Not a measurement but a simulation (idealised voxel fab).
process module | voxel ribs on slabs
cross-section cut | 265 nm wide | cells 5 nm
A cross-section is a grid of square cells, given in bands from the top down. A band is one or more rows of cells.
Each band's line starts with the height of the band's top and of its bottom, in nm. Then come its materials from left to right, each with its width in nm. One material with "throughout" fills the band from edge to edge. "air" is empty space.
Height 0 is the level under which the wafer as received is all one material. The lowest band goes on downwards, as in "0 down".
A width such as "30 to 40" changes by the same amount from each row of cells to the next, from the band's top row to its bottom row.
"no change" after a step means that no cell of the cross-section changed.
closed voids: empty space of 8 cells or more with no open way to the top, each as width x height at its distance from the left edge, in nm
after a step's settings: what the simulator itself notes on the step
overlay nm, on a step with a mask: how far to the right of its planned place the mask lay; to the left if negative
plan
1 op RECEIVE | material Si
2 op DIRECTIONAL_DEP | material SiO2 | thk nm 25
3 op DIRECTIONAL_DEP | material polySi | thk nm 15
4 op DIRECTIONAL_DEP | material aC | thk nm 15
5 op PATTERN | tone cover | mask id RIB | material resist | width nm 20 | thk nm 30 | overlay nm 0
6 op DIRECTIONAL_ETCH | etch materials aC | depth nm 15
7 op STRIP | etch materials resist
8 op DIRECTIONAL_ETCH | etch materials polySi | depth nm 5
9 op STRIP | etch materials aC
10 op DIRECTIONAL_DEP | material aC | thk nm 10
11 op PATTERN | tone cover | mask id SLAB | material resist | width nm 50 | thk nm 25 | overlay nm 0
12 op DIRECTIONAL_ETCH | etch materials aC | depth nm 10
13 op STRIP | etch materials resist
14 op DIRECTIONAL_ETCH | etch materials polySi | depth nm 10
15 op STRIP | etch materials aC
16 op FILL_DEP | material SiO2 | thk nm 30
17 op CMP | height nm 60
18 op DIRECTIONAL_DEP | material W | thk nm 10
19 op MASKED_ETCH | tone cover | mask id HEATER | width nm 30 | etch materials W | depth nm 10 | overlay nm 0
20 op CONFORMAL_DEP | material SiO2 | thk nm 10
as received, after step 1
  0 down: Si throughout
  closed voids: none
a wafer at the end: this start, this plan, one mistake
  80 to 70: air 105 | SiO2 50 | air 110
  70 to 60: SiO2 115 | W 30 | SiO2 120
  60 to 15: SiO2 throughout
  15 to 0: polySi throughout
  0 down: Si throughout
  closed voids: none
what went wrong: steps 2 and 3 were swapped
